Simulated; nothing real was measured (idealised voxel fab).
process module | voxel transistor to metal
cross-section cut | 295 nm wide | cells 5 nm
A cross-section is a grid of square cells, given in bands from the top down. A band is one or more rows of cells.
Each band's line starts with the height of the band's top and of its bottom, in nm. Then come its materials from left to right, each with its width in nm. One material with "throughout" fills the band from edge to edge. "air" is empty space.
Height 0 is the level under which the wafer as received is all one material. The lowest band goes on downwards, as in "0 down".
A width such as "30 to 40" changes by the same amount from each row of cells to the next, from the band's top row to its bottom row.
"no change" after a step means that no cell of the cross-section changed.
closed voids: empty space of 8 cells or more with no open way to the top, each as width x height at its distance from the left edge, in nm
after a step's settings: what the simulator itself notes on the step
overlay nm, on a step with a mask: how far to the right of its planned place the mask lay; to the left if negative
Each pair below shows a cross-section before one step and the cross-section after it, down to the lowest band that changed. The line under each pair gives the step between them, with its settings. The pairs can come from different runs of this module on the same starting wafer, so a pair continues from the pair above only where its "before" says so.
before
  25 to 15: aC throughout
  15 to 0: SiN throughout
  0 to -5: SiO2 throughout
  -5 down: Si throughout
  closed voids: none
after
  55 to 25: air 50 | resist 95 | air 25 | resist 95 | air 30
  below 25: unchanged
  closed voids: none
the step between: op PATTERN | tone cover | mask id ACTIVE | material resist | width nm 95 | pitch nm 120 | thk nm 30 | overlay nm 10
before: the cross-section after the pair above
after
  45 to 25: air 50 | resist 95 | air 25 | resist 95 | air 30
  25 to 15: air 50 | aC 95 | air 25 | aC 95 | air 30
  below 15: unchanged
  closed voids: none
the step between: op DIRECTIONAL_ETCH | etch materials aC | depth nm 10
before: the cross-section after the pair above
after
  25 to 15: air 50 | aC 95 | air 25 | aC 95 | air 30
  below 15: unchanged
  closed voids: none
the step between: op STRIP | etch materials resist
before: the cross-section after the pair above
after
  25 to 15: air 50 | aC 95 | air 25 | aC 95 | air 30
  15 to 0: air 50 | SiN 95 | air 25 | SiN 95 | air 30
  below 0: unchanged
  closed voids: none
the step between: op DIRECTIONAL_ETCH | etch materials SiN | depth nm 15
before: the cross-section after the pair above
after
  25 to 15: air 50 | aC 95 | air 25 | aC 95 | air 30
  15 to 0: air 50 | SiN 95 | air 25 | SiN 95 | air 30
  0 to -5: air 50 | SiO2 95 | air 25 | SiO2 95 | air 30
  below -5: unchanged
  closed voids: none
the step between: op DIRECTIONAL_ETCH | etch materials SiO2 | depth nm 5
before: the cross-section after the pair above
after
  25 to 15: air 50 | aC 95 | air 25 | aC 95 | air 30
  15 to 0: air 50 | SiN 95 | air 25 | SiN 95 | air 30
  0 to -5: air 50 | SiO2 95 | air 25 | SiO2 95 | air 30
  -5 to -30: air 50 | Si 95 | air 25 | Si 95 | air 30
  below -30: unchanged
  closed voids: none
the step between: op DIRECTIONAL_ETCH | etch materials Si | depth nm 25
before: the cross-section after the pair above
after
  15 to 0: air 50 | SiN 95 | air 25 | SiN 95 | air 30
  below 0: unchanged
  closed voids: none
the step between: op STRIP | etch materials aC
before: the cross-section after the pair above
after
  20 to 15: SiO2 throughout
  15 to 0: SiO2 50 | SiN 95 | SiO2 25 | SiN 95 | SiO2 30
  0 to -5: SiO2 throughout
  -5 to -30: SiO2 50 | Si 95 | SiO2 25 | Si 95 | SiO2 30
  below -30: unchanged
  closed voids: none
the step between: op FILL_DEP | material SiO2 | thk nm 5
before: the cross-section after the pair above
after
  15 to 0: SiO2 50 | SiN 95 | SiO2 25 | SiN 95 | SiO2 30
  below 0: unchanged
  closed voids: none
the step between: op CMP | height nm 15
before: the cross-section after the pair above
after
  15 to 0: air 50 | SiN 95 | air 25 | SiN 95 | air 30
  below 0: unchanged
  closed voids: none
the step between: op SELECTIVE_ETCH | etch materials SiO2 | depth nm 15
before: the cross-section after the pair above
after
  0 to -5: SiO2 throughout
  below -5: unchanged
  closed voids: none
the step between: op STRIP | etch materials SiN
before: the cross-section after the pair above
after
  -5 to -30: SiO2 50 | Si 95 | SiO2 25 | Si 95 | SiO2 30
  below -30: unchanged
  closed voids: none
the step between: op SELECTIVE_ETCH | etch materials SiO2 | depth nm 5
before: the cross-section after the pair above
after
  -5 to -10: SiO2 throughout
  below -10: unchanged
  closed voids: none
the step between: op OXIDIZE | depth nm 5
before: the cross-section after the pair above
after
  25 to -5: polySi throughout
  below -5: unchanged
  closed voids: none
the step between: op DIRECTIONAL_DEP | material polySi | thk nm 30
before: the cross-section after the pair above
after
  40 to 25: SiCN throughout
  below 25: unchanged
  closed voids: none
the step between: op DIRECTIONAL_DEP | material SiCN | thk nm 15
before: the cross-section after the pair above
after
  40 to 25: air 80 | SiCN 15 | air 105 | SiCN 15 | air 80
  below 25: unchanged
  closed voids: none
the step between: op MASKED_ETCH | tone cover | mask id GATE | width nm 15 | pitch nm 120 | etch materials SiCN | depth nm 25 | overlay nm 0
before: the cross-section after the pair above
after
  40 to 25: air 80 | SiCN 15 | air 105 | SiCN 15 | air 80
  25 to -5: air 80 | polySi 15 | air 105 | polySi 15 | air 80
  below -5: unchanged
  closed voids: none
the step between: op MASKED_ETCH | tone cover | mask id GATE | width nm 15 | pitch nm 120 | etch materials polySi | depth nm 40 | overlay nm 0
before: the cross-section after the pair above
after
  50 to 40: air 70 | SiN 35 | air 85 | SiN 35 | air 70
  40 to 25: air 70 | SiN 10 | SiCN 15 | SiN 10 | air 85 | SiN 10 | SiCN 15 | SiN 10 | air 70
  25 to 5: air 70 | SiN 10 | polySi 15 | SiN 10 | air 85 | SiN 10 | polySi 15 | SiN 10 | air 70
  5 to -5: SiN 80 | polySi 15 | SiN 105 | polySi 15 | SiN 80
  below -5: unchanged
  closed voids: none
the step between: op CONFORMAL_DEP | material SiN | thk nm 10
before: the cross-section after the pair above
after
  40 to 25: air 70 | SiN 10 | SiCN 15 | SiN 10 | air 85 | SiN 10 | SiCN 15 | SiN 10 | air 70
  25 to -5: air 70 | SiN 10 | polySi 15 | SiN 10 | air 85 | SiN 10 | polySi 15 | SiN 10 | air 70
  below -5: unchanged
  closed voids: none
the step between: op DIRECTIONAL_ETCH | etch materials SiN | depth nm 10
before: the cross-section after the pair above
after
  40 to 25: air 70 | SiN 10 | SiCN 15 | SiN 10 | air 85 | SiN 10 | SiCN 15 | SiN 10 | air 70
  25 to -5: air 70 | SiN 10 | polySi 15 | SiN 10 | air 85 | SiN 10 | polySi 15 | SiN 10 | air 70
  -5 to -10: air 70 | SiO2 35 | air 85 | SiO2 35 | air 70
  below -10: unchanged
  closed voids: none
the step between: op DIRECTIONAL_ETCH | etch materials SiO2 | depth nm 5
before: the cross-section after the pair above
after
  40 to 25: air 70 | SiN 10 | SiCN 15 | SiN 10 | air 85 | SiN 10 | SiCN 15 | SiN 10 | air 70
  25 to -5: air 70 | SiN 10 | polySi 15 | SiN 10 | air 85 | SiN 10 | polySi 15 | SiN 10 | air 70
  -5 to -10: air 70 | SiO2 35 | air 85 | SiO2 35 | air 70
  -10 to -25: SiO2 50 | air 20 | Si 35 | air 40 | SiO2 25 | air 20 | Si 35 | air 40 | SiO2 30
  below -25: unchanged
  closed voids: none
the step between: op DIRECTIONAL_ETCH | etch materials Si | depth nm 15
before: the cross-section after the pair above
after
  40 to 25: air 70 | SiN 10 | SiCN 15 | SiN 10 | air 85 | SiN 10 | SiCN 15 | SiN 10 | air 70
  25 to 5: air 70 | SiN 10 | polySi 15 | SiN 10 | air 85 | SiN 10 | polySi 15 | SiN 10 | air 70
  5 to -5: air 55 | nSi 15 | SiN 10 | polySi 15 | SiN 10 | nSi 15 | air 55 | nSi 15 | SiN 10 | polySi 15 | SiN 10 | nSi 15 | air 55
  -5 to -10: air 55 | nSi 15 | SiO2 35 | nSi 15 | air 55 | nSi 15 | SiO2 35 | nSi 15 | air 55
  -10 to -25: SiO2 50 | nSi 20 | Si 35 | nSi 40 | SiO2 25 | nSi 20 | Si 35 | nSi 40 | SiO2 30
  below -25: unchanged
  closed voids: none
the step between: op EPI | material nSi | thk nm 15
before: the cross-section after the pair above
after
  45 to 40: SiO2 throughout
  40 to 25: SiO2 70 | SiN 10 | SiCN 15 | SiN 10 | SiO2 85 | SiN 10 | SiCN 15 | SiN 10 | SiO2 70
  25 to 5: SiO2 70 | SiN 10 | polySi 15 | SiN 10 | SiO2 85 | SiN 10 | polySi 15 | SiN 10 | SiO2 70
  5 to -5: SiO2 55 | nSi 15 | SiN 10 | polySi 15 | SiN 10 | nSi 15 | SiO2 55 | nSi 15 | SiN 10 | polySi 15 | SiN 10 | nSi 15 | SiO2 55
  -5 to -10: SiO2 55 | nSi 15 | SiO2 35 | nSi 15 | SiO2 55 | nSi 15 | SiO2 35 | nSi 15 | SiO2 55
  below -10: unchanged
  closed voids: none
the step between: op FILL_DEP | material SiO2 | thk nm 5
before: the cross-section after the pair above
after
  40 to 25: SiO2 70 | SiN 10 | SiCN 15 | SiN 10 | SiO2 85 | SiN 10 | SiCN 15 | SiN 10 | SiO2 70
  below 25: unchanged
  closed voids: none
the step between: op CMP | height nm 40
before: the cross-section after the pair above
after
  50 to 40: SiO2 throughout
  below 40: unchanged
  closed voids: none
the step between: op DIRECTIONAL_DEP | material SiO2 | thk nm 10
before: the cross-section after the pair above
after
  65 to 50: aC throughout
  below 50: unchanged
  closed voids: none
the step between: op DIRECTIONAL_DEP | material aC | thk nm 15
before: the cross-section after the pair above
after
  100 to 65: resist 45 | air 20 | resist 45 | air 20 | resist 35 | air 20 | resist 45 | air 20 | resist 45
  below 65: unchanged
  closed voids: none
the step between: op PATTERN | tone open | mask id CONTACT | material resist | width nm 20 | thk nm 35 | overlay nm 0
before: the cross-section after the pair above
after
  85 to 65: resist 45 | air 20 | resist 45 | air 20 | resist 35 | air 20 | resist 45 | air 20 | resist 45
  65 to 50: aC 45 | air 20 | aC 45 | air 20 | aC 35 | air 20 | aC 45 | air 20 | aC 45
  below 50: unchanged
  closed voids: none
the step between: op DIRECTIONAL_ETCH | etch materials aC | depth nm 15
before: the cross-section after the pair above
after
  65 to 50: aC 45 | air 20 | aC 45 | air 20 | aC 35 | air 20 | aC 45 | air 20 | aC 45
  below 50: unchanged
  closed voids: none
the step between: op STRIP | etch materials resist
before: the cross-section after the pair above
after
  65 to 50: aC 45 | air 20 | aC 45 | air 20 | aC 35 | air 20 | aC 45 | air 20 | aC 45
  50 to 40: SiO2 45 | air 20 | SiO2 45 | air 20 | SiO2 35 | air 20 | SiO2 45 | air 20 | SiO2 45
  40 to 25: SiO2 45 | air 20 | SiO2 5 | SiN 10 | SiCN 15 | SiN 10 | SiO2 5 | air 20 | SiO2 35 | air 20 | SiO2 5 | SiN 10 | SiCN 15 | SiN 10 | SiO2 5 | air 20 | SiO2 45
  25 to 5: SiO2 45 | air 20 | SiO2 5 | SiN 10 | polySi 15 | SiN 10 | SiO2 5 | air 20 | SiO2 35 | air 20 | SiO2 5 | SiN 10 | polySi 15 | SiN 10 | SiO2 5 | air 20 | SiO2 45
  5 to -5: SiO2 45 | air 10 | nSi 15 | SiN 10 | polySi 15 | SiN 10 | nSi 15 | air 10 | SiO2 35 | air 10 | nSi 15 | SiN 10 | polySi 15 | SiN 10 | nSi 15 | air 10 | SiO2 45
  -5 to -10: SiO2 45 | air 10 | nSi 15 | SiO2 35 | nSi 15 | air 10 | SiO2 35 | air 10 | nSi 15 | SiO2 35 | nSi 15 | air 10 | SiO2 45
  below -10: unchanged
  closed voids: none
the step between: op DIRECTIONAL_ETCH | etch materials SiO2 | depth nm 60
before: the cross-section after the pair above
after
  50 to 40: SiO2 45 | air 20 | SiO2 45 | air 20 | SiO2 35 | air 20 | SiO2 45 | air 20 | SiO2 45
  below 40: unchanged
  closed voids: none
the step between: op STRIP | etch materials aC
before: the cross-section after the pair above
after
  55 to 50: TiN 50 | air 10 | TiN 55 | air 10 | TiN 45 | air 10 | TiN 55 | air 10 | TiN 50
  50 to 40: SiO2 45 | TiN 5 | air 10 | TiN 5 | SiO2 45 | TiN 5 | air 10 | TiN 5 | SiO2 35 | TiN 5 | air 10 | TiN 5 | SiO2 45 | TiN 5 | air 10 | TiN 5 | SiO2 45
  40 to 25: SiO2 45 | TiN 5 | air 10 | TiN 5 | SiO2 5 | SiN 10 | SiCN 15 | SiN 10 | SiO2 5 | TiN 5 | air 10 | TiN 5 | SiO2 35 | TiN 5 | air 10 | TiN 5 | SiO2 5 | SiN 10 | SiCN 15 | SiN 10 | SiO2 5 | TiN 5 | air 10 | TiN 5 | SiO2 45
  25 to 10: SiO2 45 | TiN 5 | air 10 | TiN 5 | SiO2 5 | SiN 10 | polySi 15 | SiN 10 | SiO2 5 | TiN 5 | air 10 | TiN 5 | SiO2 35 | TiN 5 | air 10 | TiN 5 | SiO2 5 | SiN 10 | polySi 15 | SiN 10 | SiO2 5 | TiN 5 | air 10 | TiN 5 | SiO2 45
  10 to 5: SiO2 45 | TiN 20 | SiO2 5 | SiN 10 | polySi 15 | SiN 10 | SiO2 5 | TiN 20 | SiO2 35 | TiN 20 | SiO2 5 | SiN 10 | polySi 15 | SiN 10 | SiO2 5 | TiN 20 | SiO2 45
  5 to -5: SiO2 45 | TiN 10 | nSi 15 | SiN 10 | polySi 15 | SiN 10 | nSi 15 | TiN 10 | SiO2 35 | TiN 10 | nSi 15 | SiN 10 | polySi 15 | SiN 10 | nSi 15 | TiN 10 | SiO2 45
  -5 to -10: SiO2 45 | TiN 10 | nSi 15 | SiO2 35 | nSi 15 | TiN 10 | SiO2 35 | TiN 10 | nSi 15 | SiO2 35 | nSi 15 | TiN 10 | SiO2 45
  below -10: unchanged
  closed voids: none
the step between: op CONFORMAL_DEP | material TiN | thk nm 5
before: the cross-section after the pair above
after
  65 to 55: Ru throughout
  55 to 50: TiN 50 | Ru 10 | TiN 55 | Ru 10 | TiN 45 | Ru 10 | TiN 55 | Ru 10 | TiN 50
  50 to 40: SiO2 45 | TiN 5 | Ru 10 | TiN 5 | SiO2 45 | TiN 5 | Ru 10 | TiN 5 | SiO2 35 | TiN 5 | Ru 10 | TiN 5 | SiO2 45 | TiN 5 | Ru 10 | TiN 5 | SiO2 45
  40 to 25: SiO2 45 | TiN 5 | Ru 10 | TiN 5 | SiO2 5 | SiN 10 | SiCN 15 | SiN 10 | SiO2 5 | TiN 5 | Ru 10 | TiN 5 | SiO2 35 | TiN 5 | Ru 10 | TiN 5 | SiO2 5 | SiN 10 | SiCN 15 | SiN 10 | SiO2 5 | TiN 5 | Ru 10 | TiN 5 | SiO2 45
  25 to 10: SiO2 45 | TiN 5 | Ru 10 | TiN 5 | SiO2 5 | SiN 10 | polySi 15 | SiN 10 | SiO2 5 | TiN 5 | Ru 10 | TiN 5 | SiO2 35 | TiN 5 | Ru 10 | TiN 5 | SiO2 5 | SiN 10 | polySi 15 | SiN 10 | SiO2 5 | TiN 5 | Ru 10 | TiN 5 | SiO2 45
  below 10: unchanged
  closed voids: none
the step between: op FILL_DEP | material Ru | thk nm 10
before: the cross-section after the pair above
after
  50 to 40: SiO2 45 | TiN 5 | Ru 10 | TiN 5 | SiO2 45 | TiN 5 | Ru 10 | TiN 5 | SiO2 35 | TiN 5 | Ru 10 | TiN 5 | SiO2 45 | TiN 5 | Ru 10 | TiN 5 | SiO2 45
  below 40: unchanged
  closed voids: none
the step between: op CMP | height nm 50
before: the cross-section after the pair above
after
  55 to 50: TiN throughout
  below 50: unchanged
  closed voids: none
the step between: op DIRECTIONAL_DEP | material TiN | thk nm 5
before: the cross-section after the pair above
after
  80 to 55: W throughout
  below 55: unchanged
  closed voids: none
the step between: op DIRECTIONAL_DEP | material W | thk nm 25
before: the cross-section after the pair above
after
  95 to 80: aC throughout
  below 80: unchanged
  closed voids: none
the step between: op DIRECTIONAL_DEP | material aC | thk nm 15
before: the cross-section after the pair above
after
  125 to 95: air 45 | resist 20 | air 45 | resist 20 | air 35 | resist 20 | air 45 | resist 20 | air 45
  below 95: unchanged
  closed voids: none
the step between: op PATTERN | tone cover | mask id METAL_1 | material resist | width nm 20 | thk nm 30 | overlay nm 0
before: the cross-section after the pair above
after
  110 to 95: air 45 | resist 20 | air 45 | resist 20 | air 35 | resist 20 | air 45 | resist 20 | air 45
  95 to 80: air 45 | aC 20 | air 45 | aC 20 | air 35 | aC 20 | air 45 | aC 20 | air 45
  below 80: unchanged
  closed voids: none
the step between: op DIRECTIONAL_ETCH | etch materials aC | depth nm 15
before: the cross-section after the pair above
after
  95 to 80: air 45 | aC 20 | air 45 | aC 20 | air 35 | aC 20 | air 45 | aC 20 | air 45
  below 80: unchanged
  closed voids: none
the step between: op STRIP | etch materials resist
before: the cross-section after the pair above
after
  95 to 80: air 45 | aC 20 | air 45 | aC 20 | air 35 | aC 20 | air 45 | aC 20 | air 45
  80 to 55: air 45 | W 20 | air 45 | W 20 | air 35 | W 20 | air 45 | W 20 | air 45
  below 55: unchanged
  closed voids: none
the step between: op DIRECTIONAL_ETCH | etch materials W | depth nm 25
before: the cross-section after the pair above
after
  95 to 80: air 45 | aC 20 | air 45 | aC 20 | air 35 | aC 20 | air 45 | aC 20 | air 45
  80 to 55: air 45 | W 20 | air 45 | W 20 | air 35 | W 20 | air 45 | W 20 | air 45
  55 to 50: air 45 | TiN 20 | air 45 | TiN 20 | air 35 | TiN 20 | air 45 | TiN 20 | air 45
  below 50: unchanged
  closed voids: none
the step between: op DIRECTIONAL_ETCH | etch materials TiN | depth nm 5
before: the cross-section after the pair above
after
  80 to 55: air 45 | W 20 | air 45 | W 20 | air 35 | W 20 | air 45 | W 20 | air 45
  below 55: unchanged
  closed voids: none
the step between: op STRIP | etch materials aC
before: the cross-section after the pair above
after
  85 to 80: lowk throughout
  80 to 55: lowk 45 | W 20 | lowk 45 | W 20 | lowk 35 | W 20 | lowk 45 | W 20 | lowk 45
  55 to 50: lowk 45 | TiN 20 | lowk 45 | TiN 20 | lowk 35 | TiN 20 | lowk 45 | TiN 20 | lowk 45
  below 50: unchanged
  closed voids: none
the step between: op FILL_DEP | material lowk | thk nm 5
before: the cross-section after the pair above
after
  80 to 55: lowk 45 | W 20 | lowk 45 | W 20 | lowk 35 | W 20 | lowk 45 | W 20 | lowk 45
  below 55: unchanged
  closed voids: none
the step between: op CMP | height nm 80
before: the cross-section after the pair above
after
  85 to 80: SiCN throughout
  below 80: unchanged
  closed voids: none
the step between: op CONFORMAL_DEP | material SiCN | thk nm 5
before: the cross-section after the pair above
after
  115 to 85: lowk throughout
  below 85: unchanged
  closed voids: none
the step between: op DIRECTIONAL_DEP | material lowk | thk nm 30
before: the cross-section after the pair above
after
  135 to 115: resist 45 | air 15 | resist 105 | air 15 | resist 115
  below 115: unchanged
  closed voids: none
the step between: op PATTERN | tone open | mask id METAL_2_HOLES | material resist | width nm 15 | pitch nm 120 | thk nm 20 | overlay nm 0
before: the cross-section after the pair above
after
  135 to 115: resist 45 | air 15 | resist 105 | air 15 | resist 115
  115 to 85: lowk 45 | air 15 | lowk 105 | air 15 | lowk 115
  below 85: unchanged
  closed voids: none
the step between: op DIRECTIONAL_ETCH | etch materials lowk | depth nm 30
before: the cross-section after the pair above
after
  115 to 85: lowk 45 | air 15 | lowk 105 | air 15 | lowk 115
  below 85: unchanged
  closed voids: none
the step between: op STRIP | etch materials resist
before: the cross-section after the pair above
after
  130 to 115: resist 45 | air 20 | resist 100 | air 20 | resist 110
  below 115: unchanged
  closed voids: none
the step between: op PATTERN | tone open | mask id METAL_2 | material resist | width nm 20 | pitch nm 120 | thk nm 15 | overlay nm 0
before: the cross-section after the pair above
after
  130 to 115: resist 45 | air 20 | resist 100 | air 20 | resist 110
  115 to 100: lowk 45 | air 20 | lowk 100 | air 20 | lowk 110
  below 100: unchanged
  closed voids: none
the step between: op DIRECTIONAL_ETCH | etch materials lowk | depth nm 15
before: the cross-section after the pair above
after
  130 to 115: resist 45 | air 20 | resist 100 | air 20 | resist 110
  115 to 100: lowk 45 | air 20 | lowk 100 | air 20 | lowk 110
  100 to 85: lowk 45 | air 15 | lowk 105 | air 15 | lowk 115
  85 to 80: SiCN 45 | air 15 | SiCN 105 | air 15 | SiCN 115
  below 80: unchanged
  closed voids: none
the step between: op DIRECTIONAL_ETCH | etch materials SiCN | depth nm 5
before: the cross-section after the pair above
after
  115 to 100: lowk 45 | air 20 | lowk 100 | air 20 | lowk 110
  below 100: unchanged
  closed voids: none
the step between: op STRIP | etch materials resist
before: the cross-section after the pair above
after
  120 to 115: TiN 50 | air 10 | TiN 110 | air 10 | TiN 115
  115 to 105: lowk 45 | TiN 5 | air 10 | TiN 5 | lowk 100 | TiN 5 | air 10 | TiN 5 | lowk 110
  105 to 100: lowk 45 | TiN 5 | air 5 | TiN 10 | lowk 100 | TiN 5 | air 5 | TiN 10 | lowk 110
  100 to 85: lowk 45 | TiN 5 | air 5 | TiN 5 | lowk 105 | TiN 5 | air 5 | TiN 5 | lowk 115
  85 to 80: SiCN 45 | TiN 15 | SiCN 105 | TiN 15 | SiCN 115
  below 80: unchanged
  closed voids: none
the step between: op CONFORMAL_DEP | material TiN | thk nm 5
before: the cross-section after the pair above
after
  125 to 120: Ru throughout
  120 to 115: TiN 50 | Ru 10 | TiN 110 | Ru 10 | TiN 115
  115 to 105: lowk 45 | TiN 5 | Ru 10 | TiN 5 | lowk 100 | TiN 5 | Ru 10 | TiN 5 | lowk 110
  105 to 100: lowk 45 | TiN 5 | Ru 5 | TiN 10 | lowk 100 | TiN 5 | Ru 5 | TiN 10 | lowk 110
  100 to 85: lowk 45 | TiN 5 | Ru 5 | TiN 5 | lowk 105 | TiN 5 | Ru 5 | TiN 5 | lowk 115
  below 85: unchanged
  closed voids: none
the step between: op FILL_DEP | material Ru | thk nm 5
before: the cross-section after the pair above
after
  115 to 105: lowk 45 | TiN 5 | Ru 10 | TiN 5 | lowk 100 | TiN 5 | Ru 10 | TiN 5 | lowk 110
  below 105: unchanged
  closed voids: none
the step between: op CMP | height nm 115
before: the cross-section after the pair above
after
  120 to 115: SiCN throughout
  below 115: unchanged
  closed voids: none
the step between: op CONFORMAL_DEP | material SiCN | thk nm 5
before
  80 to 55: lowk 45 | W 20 | lowk 45 | W 20 | lowk 35 | W 20 | lowk 45 | W 20 | lowk 45
  55 to 50: lowk 45 | TiN 20 | lowk 45 | TiN 20 | lowk 35 | TiN 20 | lowk 45 | TiN 20 | lowk 45
  50 to 40: SiO2 45 | TiN 5 | Ru 10 | TiN 5 | SiO2 45 | TiN 5 | Ru 10 | TiN 5 | SiO2 35 | TiN 5 | Ru 10 | TiN 5 | SiO2 45 | TiN 5 | Ru 10 | TiN 5 | SiO2 45
  40 to 25: SiO2 45 | TiN 5 | Ru 10 | TiN 5 | SiO2 5 | SiN 10 | SiCN 15 | SiN 10 | SiO2 5 | TiN 5 | Ru 10 | TiN 5 | SiO2 35 | TiN 5 | Ru 10 | TiN 5 | SiO2 5 | SiN 10 | SiCN 15 | SiN 10 | SiO2 5 | TiN 5 | Ru 10 | TiN 5 | SiO2 45
  25 to 10: SiO2 45 | TiN 5 | Ru 10 | TiN 5 | SiO2 5 | SiN 10 | polySi 15 | SiN 10 | SiO2 5 | TiN 5 | Ru 10 | TiN 5 | SiO2 35 | TiN 5 | Ru 10 | TiN 5 | SiO2 5 | SiN 10 | polySi 15 | SiN 10 | SiO2 5 | TiN 5 | Ru 10 | TiN 5 | SiO2 45
  10 to 5: SiO2 45 | TiN 20 | SiO2 5 | SiN 10 | polySi 15 | SiN 10 | SiO2 5 | TiN 20 | SiO2 35 | TiN 20 | SiO2 5 | SiN 10 | polySi 15 | SiN 10 | SiO2 5 | TiN 20 | SiO2 45
  5 to -5: SiO2 45 | TiN 10 | nSi 15 | SiN 10 | polySi 15 | SiN 10 | nSi 15 | TiN 10 | SiO2 35 | TiN 10 | nSi 15 | SiN 10 | polySi 15 | SiN 10 | nSi 15 | TiN 10 | SiO2 45
  -5 to -10: SiO2 45 | TiN 10 | nSi 15 | SiO2 35 | nSi 15 | TiN 10 | SiO2 35 | TiN 10 | nSi 15 | SiO2 35 | nSi 15 | TiN 10 | SiO2 45
  -10 to -25: SiO2 40 | nSi 30 | Si 35 | nSi 30 | SiO2 25 | nSi 30 | Si 35 | nSi 30 | SiO2 40
  -25 to -30: SiO2 40 | Si 95 | SiO2 25 | Si 95 | SiO2 40
  -30 down: Si throughout
  closed voids: none
after
  85 to 80: TiN throughout
  below 80: unchanged
  closed voids: none
the step between: op CONFORMAL_DEP | material TiN | thk nm 5
before: the cross-section after the pair above
after
  115 to 85: lowk throughout
  below 85: unchanged
  closed voids: none
the step between: op DIRECTIONAL_DEP | material lowk | thk nm 30
before: the cross-section after the pair above
after
  135 to 115: resist 45 | air 15 | resist 105 | air 15 | resist 115
  below 115: unchanged
  closed voids: none
the step between: op PATTERN | tone open | mask id METAL_2_HOLES | material resist | width nm 15 | pitch nm 120 | thk nm 20 | overlay nm 0
before: the cross-section after the pair above
after
  135 to 115: resist 45 | air 15 | resist 105 | air 15 | resist 115
  115 to 85: lowk 45 | air 15 | lowk 105 | air 15 | lowk 115
  below 85: unchanged
  closed voids: none
the step between: op DIRECTIONAL_ETCH | etch materials lowk | depth nm 30
before: the cross-section after the pair above
after
  115 to 85: lowk 45 | air 15 | lowk 105 | air 15 | lowk 115
  below 85: unchanged
  closed voids: none
the step between: op STRIP | etch materials resist
before: the cross-section after the pair above
after
  130 to 115: resist 45 | air 20 | resist 100 | air 20 | resist 110
  below 115: unchanged
  closed voids: none
the step between: op PATTERN | tone open | mask id METAL_2 | material resist | width nm 20 | pitch nm 120 | thk nm 15 | overlay nm 0
before: the cross-section after the pair above
after
  130 to 115: resist 45 | air 20 | resist 100 | air 20 | resist 110
  115 to 100: lowk 45 | air 20 | lowk 100 | air 20 | lowk 110
  below 100: unchanged
  closed voids: none
the step between: op DIRECTIONAL_ETCH | etch materials lowk | depth nm 15
before: the cross-section after the pair above
after
  115 to 100: lowk 45 | air 20 | lowk 100 | air 20 | lowk 110
  below 100: unchanged
  closed voids: none
the step between: op STRIP | etch materials resist
before: the cross-section after the pair above
after
  120 to 115: TiN 50 | air 10 | TiN 110 | air 10 | TiN 115
  115 to 105: lowk 45 | TiN 5 | air 10 | TiN 5 | lowk 100 | TiN 5 | air 10 | TiN 5 | lowk 110
  105 to 100: lowk 45 | TiN 5 | air 5 | TiN 10 | lowk 100 | TiN 5 | air 5 | TiN 10 | lowk 110
  100 to 90: lowk 45 | TiN 5 | air 5 | TiN 5 | lowk 105 | TiN 5 | air 5 | TiN 5 | lowk 115
  90 to 85: lowk 45 | TiN 15 | lowk 105 | TiN 15 | lowk 115
  below 85: unchanged
  closed voids: none
the step between: op CONFORMAL_DEP | material TiN | thk nm 5
before: the cross-section after the pair above
after
  125 to 120: Ru throughout
  120 to 115: TiN 50 | Ru 10 | TiN 110 | Ru 10 | TiN 115
  115 to 105: lowk 45 | TiN 5 | Ru 10 | TiN 5 | lowk 100 | TiN 5 | Ru 10 | TiN 5 | lowk 110
  105 to 100: lowk 45 | TiN 5 | Ru 5 | TiN 10 | lowk 100 | TiN 5 | Ru 5 | TiN 10 | lowk 110
  100 to 90: lowk 45 | TiN 5 | Ru 5 | TiN 5 | lowk 105 | TiN 5 | Ru 5 | TiN 5 | lowk 115
  below 90: unchanged
  closed voids: none
the step between: op FILL_DEP | material Ru | thk nm 5
before: the cross-section after the pair above
after
  115 to 105: lowk 45 | TiN 5 | Ru 10 | TiN 5 | lowk 100 | TiN 5 | Ru 10 | TiN 5 | lowk 110
  below 105: unchanged
  closed voids: none
the step between: op CMP | height nm 115
before: the cross-section after the pair above
after
  120 to 115: SiCN throughout
  below 115: unchanged
  closed voids: none
the step between: op CONFORMAL_DEP | material SiCN | thk nm 5
before
  95 to 80: aC throughout
  80 to 55: W throughout
  55 to 50: TiN throughout
  50 to 40: SiO2 45 | TiN 5 | Ru 10 | TiN 5 | SiO2 45 | TiN 5 | Ru 10 | TiN 5 | SiO2 35 | TiN 5 | Ru 10 | TiN 5 | SiO2 45 | TiN 5 | Ru 10 | TiN 5 | SiO2 45
  40 to 25: SiO2 45 | TiN 5 | Ru 10 | TiN 5 | SiO2 5 | SiN 10 | SiCN 15 | SiN 10 | SiO2 5 | TiN 5 | Ru 10 | TiN 5 | SiO2 35 | TiN 5 | Ru 10 | TiN 5 | SiO2 5 | SiN 10 | SiCN 15 | SiN 10 | SiO2 5 | TiN 5 | Ru 10 | TiN 5 | SiO2 45
  25 to 10: SiO2 45 | TiN 5 | Ru 10 | TiN 5 | SiO2 5 | SiN 10 | polySi 15 | SiN 10 | SiO2 5 | TiN 5 | Ru 10 | TiN 5 | SiO2 35 | TiN 5 | Ru 10 | TiN 5 | SiO2 5 | SiN 10 | polySi 15 | SiN 10 | SiO2 5 | TiN 5 | Ru 10 | TiN 5 | SiO2 45
  10 to 5: SiO2 45 | TiN 20 | SiO2 5 | SiN 10 | polySi 15 | SiN 10 | SiO2 5 | TiN 20 | SiO2 35 | TiN 20 | SiO2 5 | SiN 10 | polySi 15 | SiN 10 | SiO2 5 | TiN 20 | SiO2 45
  5 to -5: SiO2 45 | TiN 10 | nSi 15 | SiN 10 | polySi 15 | SiN 10 | nSi 15 | TiN 10 | SiO2 35 | TiN 10 | nSi 15 | SiN 10 | polySi 15 | SiN 10 | nSi 15 | TiN 10 | SiO2 45
  -5 to -10: SiO2 45 | TiN 10 | nSi 15 | SiO2 35 | nSi 15 | TiN 10 | SiO2 35 | TiN 10 | nSi 15 | SiO2 35 | nSi 15 | TiN 10 | SiO2 45
  -10 to -25: SiO2 40 | nSi 30 | Si 35 | nSi 30 | SiO2 25 | nSi 30 | Si 35 | nSi 30 | SiO2 40
  -25 to -30: SiO2 40 | Si 95 | SiO2 25 | Si 95 | SiO2 40
  -30 down: Si throughout
  closed voids: none
after
  125 to 95: resist 45 | air 20 | resist 45 | air 20 | resist 35 | air 20 | resist 45 | air 20 | resist 45
  below 95: unchanged
  closed voids: none
the step between: op PATTERN | tone open | mask id METAL_1 | material resist | width nm 20 | thk nm 30 | overlay nm 0
before: the cross-section after the pair above
after
  110 to 95: resist 45 | air 20 | resist 45 | air 20 | resist 35 | air 20 | resist 45 | air 20 | resist 45
  95 to 80: aC 45 | air 20 | aC 45 | air 20 | aC 35 | air 20 | aC 45 | air 20 | aC 45
  below 80: unchanged
  closed voids: none
the step between: op DIRECTIONAL_ETCH | etch materials aC | depth nm 15
